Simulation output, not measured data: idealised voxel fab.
This section sets out a process module, namely voxel self aligned vias.
We display cut, a cross-section 285 nm in width whose square cells are each 5 nm.
How to read a cross-section here: the picture is a grid of square cells, written as bands going from the top down, and any band can span one or more rows of cells.
Quick guide to a band line: top height, bottom height (nm) up front; then every material left to right with its width in nm. Only one material and it's marked "full width"? Then it fills the band edge to edge. And "empty" just means empty space.
We count height from 0. Below that, the starting wafer is all one material. The lowest band never ends at the bottom but goes on down; see "0 nm and below" for how that is written.
Top row gets the first number, bottom row gets the second, and each row in between changes by the same step: that is how a band width like "30 to 40" works.
Where the words "no alteration" appear for a step, the cross-section shows no cell changed by that step; every cell remained as before.
For the entry "Enclosed voids", the listed items are empty spaces with no open way to the top whose size is 8 cells or more; each item follows the pattern width x height at distance, where distance is from the left edge and all three are in nm.
Formally, on a step line, whatever follows the settings is a remark that the simulator itself makes on the step.
overlay nm: how far to the right of its planned place the mask lay on this masked step (negative: to the left).

So here's the lineup of process steps we planned
| 1 | RECEIVE: material Si |
| 2 | CONFORMAL_DEP: material SiO2, thk nm 15 |
| 3 | CONFORMAL_DEP: material SiCN, thk nm 5 |
| 4 | DIRECTIONAL_DEP: material SiO2, thk nm 20 |
| 5 | PATTERN: tone open, mask id LINES, material resist, width nm 20, pitch nm 45, thk nm 15, overlay nm 0 |
| 6 | DIRECTIONAL_ETCH: etch materials SiO2, depth nm 20 |
| 7 | STRIP: etch materials resist |
| 8 | CONFORMAL_DEP: material TiN, thk nm 5 |
| 9 | FILL_DEP: material W, thk nm 5 |
| 10 | CMP: height nm 40 |
| 11 | SELECTIVE_ETCH: etch materials W Ru TiN, depth nm 5 |
| 12 | FILL_DEP: material SiN, thk nm 10 |
| 13 | CMP: height nm 40 |
| 14 | DIRECTIONAL_DEP: material SiO2, thk nm 15 |
| 15 | DIRECTIONAL_DEP: material aC, thk nm 15 |
| 16 | PATTERN: tone open, mask id VIAS, material resist, width nm 30, thk nm 30, overlay nm 0 |
| 17 | DIRECTIONAL_ETCH: etch materials aC, depth nm 15 |
| 18 | STRIP: etch materials resist |
| 19 | DIRECTIONAL_ETCH: etch materials SiO2, depth nm 15 |
| 20 | DIRECTIONAL_ETCH: etch materials SiN, depth nm 5 |
| 21 | STRIP: etch materials aC |
| 22 | CONFORMAL_DEP: material TiN, thk nm 5 |
| 23 | FILL_DEP: material W, thk nm 5 |
| 24 | CMP: height nm 55 |
| 25 | CONFORMAL_DEP: material SiN, thk nm 5 |

Below: the first of two wafers, run as planned

Cross-section of the incoming wafer, state after step 1
	0 nm and below = Si full width
	Enclosed voids: none

Wafer section view after processing step 2
	15 nm to 0 nm = SiO2 full width
	Heights below 0 show no change.

Wafer section view after processing step 3
	20 nm to 15 nm = SiCN full width
	Heights below 15 show no change.

Wafer section view after processing step 4
	40 nm to 20 nm = SiO2 full width
	Heights below 20 show no change.

Wafer section view after processing step 5
	55 nm to 40 nm = 110 of resist / 20 of empty / 25 of resist / 20 of empty / 110 of resist
	Heights below 40 show no change.

Wafer section view after processing step 6
	55 nm to 40 nm = 110 of resist / 20 of empty / 25 of resist / 20 of empty / 110 of resist
	40 nm to 20 nm = 110 of SiO2 / 20 of empty / 25 of SiO2 / 20 of empty / 110 of SiO2
	Heights below 20 show no change.

Wafer section view after processing step 7
	40 nm to 20 nm = 110 of SiO2 / 20 of empty / 25 of SiO2 / 20 of empty / 110 of SiO2
	Heights below 20 show no change.

Wafer section view after processing step 8
	45 nm to 40 nm = 115 of TiN / 10 of empty / 35 of TiN / 10 of empty / 115 of TiN
	40 nm to 25 nm = 110 of SiO2 / 5 of TiN / 10 of empty / 5 of TiN / 25 of SiO2 / 5 of TiN / 10 of empty / 5 of TiN / 110 of SiO2
	25 nm to 20 nm = 110 of SiO2 / 20 of TiN / 25 of SiO2 / 20 of TiN / 110 of SiO2
	Heights below 20 show no change.

Wafer section view after processing step 9
	50 nm to 45 nm = W full width
	45 nm to 40 nm = 115 of TiN / 10 of W / 35 of TiN / 10 of W / 115 of TiN
	40 nm to 25 nm = 110 of SiO2 / 5 of TiN / 10 of W / 5 of TiN / 25 of SiO2 / 5 of TiN / 10 of W / 5 of TiN / 110 of SiO2
	Heights below 25 show no change.

Wafer section view after processing step 10
	40 nm to 25 nm = 110 of SiO2 / 5 of TiN / 10 of W / 5 of TiN / 25 of SiO2 / 5 of TiN / 10 of W / 5 of TiN / 110 of SiO2
	Heights below 25 show no change.

Wafer section view after processing step 11
	40 nm to 35 nm = 110 of SiO2 / 20 of empty / 25 of SiO2 / 20 of empty / 110 of SiO2
	Heights below 35 show no change.

Wafer section view after processing step 12
	50 nm to 40 nm = SiN full width
	40 nm to 35 nm = 110 of SiO2 / 20 of SiN / 25 of SiO2 / 20 of SiN / 110 of SiO2
	Heights below 35 show no change.

Wafer section view after processing step 13
	40 nm to 35 nm = 110 of SiO2 / 20 of SiN / 25 of SiO2 / 20 of SiN / 110 of SiO2
	Heights below 35 show no change.

Wafer section view after processing step 14
	55 nm to 40 nm = SiO2 full width
	Heights below 40 show no change.

Wafer section view after processing step 15
	70 nm to 55 nm = aC full width
	Heights below 55 show no change.

Wafer section view after processing step 16
	100 nm to 70 nm = 105 of resist / 30 of empty / 150 of resist
	Heights below 70 show no change.

Wafer section view after processing step 17
	85 nm to 70 nm = 105 of resist / 30 of empty / 150 of resist
	70 nm to 55 nm = 105 of aC / 30 of empty / 150 of aC
	Heights below 55 show no change.

Wafer section view after processing step 18
	70 nm to 55 nm = 105 of aC / 30 of empty / 150 of aC
	Heights below 55 show no change.

Wafer section view after processing step 19
	70 nm to 55 nm = 105 of aC / 30 of empty / 150 of aC
	55 nm to 40 nm = 105 of SiO2 / 30 of empty / 150 of SiO2
	Heights below 40 show no change.

Wafer section view after processing step 20
	70 nm to 55 nm = 105 of aC / 30 of empty / 150 of aC
	55 nm to 40 nm = 105 of SiO2 / 30 of empty / 150 of SiO2
	40 nm to 35 nm = 110 of SiO2 / 20 of empty / 25 of SiO2 / 20 of SiN / 110 of SiO2
	Heights below 35 show no change.

Wafer section view after processing step 21
	55 nm to 40 nm = 105 of SiO2 / 30 of empty / 150 of SiO2
	Heights below 40 show no change.

Wafer section view after processing step 22
	60 nm to 55 nm = 110 of TiN / 20 of empty / 155 of TiN
	55 nm to 45 nm = 105 of SiO2 / 5 of TiN / 20 of empty / 5 of TiN / 150 of SiO2
	45 nm to 40 nm = 105 of SiO2 / 10 of TiN / 10 of empty / 10 of TiN / 150 of SiO2
	40 nm to 35 nm = 110 of SiO2 / 20 of TiN / 25 of SiO2 / 20 of SiN / 110 of SiO2
	Heights below 35 show no change.

Wafer section view after processing step 23
	65 nm to 60 nm = W full width
	60 nm to 55 nm = 110 of TiN / 20 of W / 155 of TiN
	55 nm to 45 nm = 105 of SiO2 / 5 of TiN / 20 of W / 5 of TiN / 150 of SiO2
	45 nm to 40 nm = 105 of SiO2 / 10 of TiN / 10 of W / 10 of TiN / 150 of SiO2
	Heights below 40 show no change.

Wafer section view after processing step 24
	55 nm to 45 nm = 105 of SiO2 / 5 of TiN / 20 of W / 5 of TiN / 150 of SiO2
	Heights below 45 show no change.

Wafer section view after processing step 25
	60 nm to 55 nm = SiN full width
	Heights below 55 show no change.

For the second wafer, take the first wafer's start and plan, then add one mistake made in running it; everything through step 12, that step included, is shared with the first

when step 13 should have ended
	35 nm to 25 nm = 110 of SiO2 / 5 of TiN / 10 of W / 5 of TiN / 25 of SiO2 / 5 of TiN / 10 of W / 5 of TiN / 110 of SiO2
	Heights below 25 show no change.

when step 14 should have ended
	50 nm to 35 nm = SiO2 full width
	Heights below 35 show no change.

when step 15 should have ended
	65 nm to 50 nm = aC full width
	Heights below 50 show no change.

when step 16 should have ended
	95 nm to 65 nm = 105 of resist / 30 of empty / 150 of resist
	Heights below 65 show no change.

when step 17 should have ended
	80 nm to 65 nm = 105 of resist / 30 of empty / 150 of resist
	65 nm to 50 nm = 105 of aC / 30 of empty / 150 of aC
	Heights below 50 show no change.

when step 18 should have ended
	65 nm to 50 nm = 105 of aC / 30 of empty / 150 of aC
	Heights below 50 show no change.

when step 19 should have ended
	65 nm to 50 nm = 105 of aC / 30 of empty / 150 of aC
	50 nm to 35 nm = 105 of SiO2 / 30 of empty / 150 of SiO2
	Heights below 35 show no change.

when step 20 should have ended: no alteration

when step 21 should have ended
	50 nm to 35 nm = 105 of SiO2 / 30 of empty / 150 of SiO2
	Heights below 35 show no change.

when step 22 should have ended
	55 nm to 50 nm = 110 of TiN / 20 of empty / 155 of TiN
	50 nm to 40 nm = 105 of SiO2 / 5 of TiN / 20 of empty / 5 of TiN / 150 of SiO2
	40 nm to 35 nm = 105 of SiO2 / 30 of TiN / 150 of SiO2
	Heights below 35 show no change.

when step 23 should have ended
	60 nm to 55 nm = W full width
	55 nm to 50 nm = 110 of TiN / 20 of W / 155 of TiN
	50 nm to 40 nm = 105 of SiO2 / 5 of TiN / 20 of W / 5 of TiN / 150 of SiO2
	Heights below 40 show no change.

when step 24 should have ended
	55 nm to 50 nm = 110 of TiN / 20 of W / 155 of TiN
	Heights below 50 show no change.

when step 25 should have ended
	60 nm to 55 nm = SiN full width
	Heights below 55 show no change.
Want to know what went wrong? in deviation from the planned setting, step 13 was conducted as CMP: height nm 35
In the final state, the cell counts of the second wafer exceed or fall short of those of the first for the following materials: 4 fewer of SiN, 49 fewer of SiO2, 51 more of TiN, 2 more of W
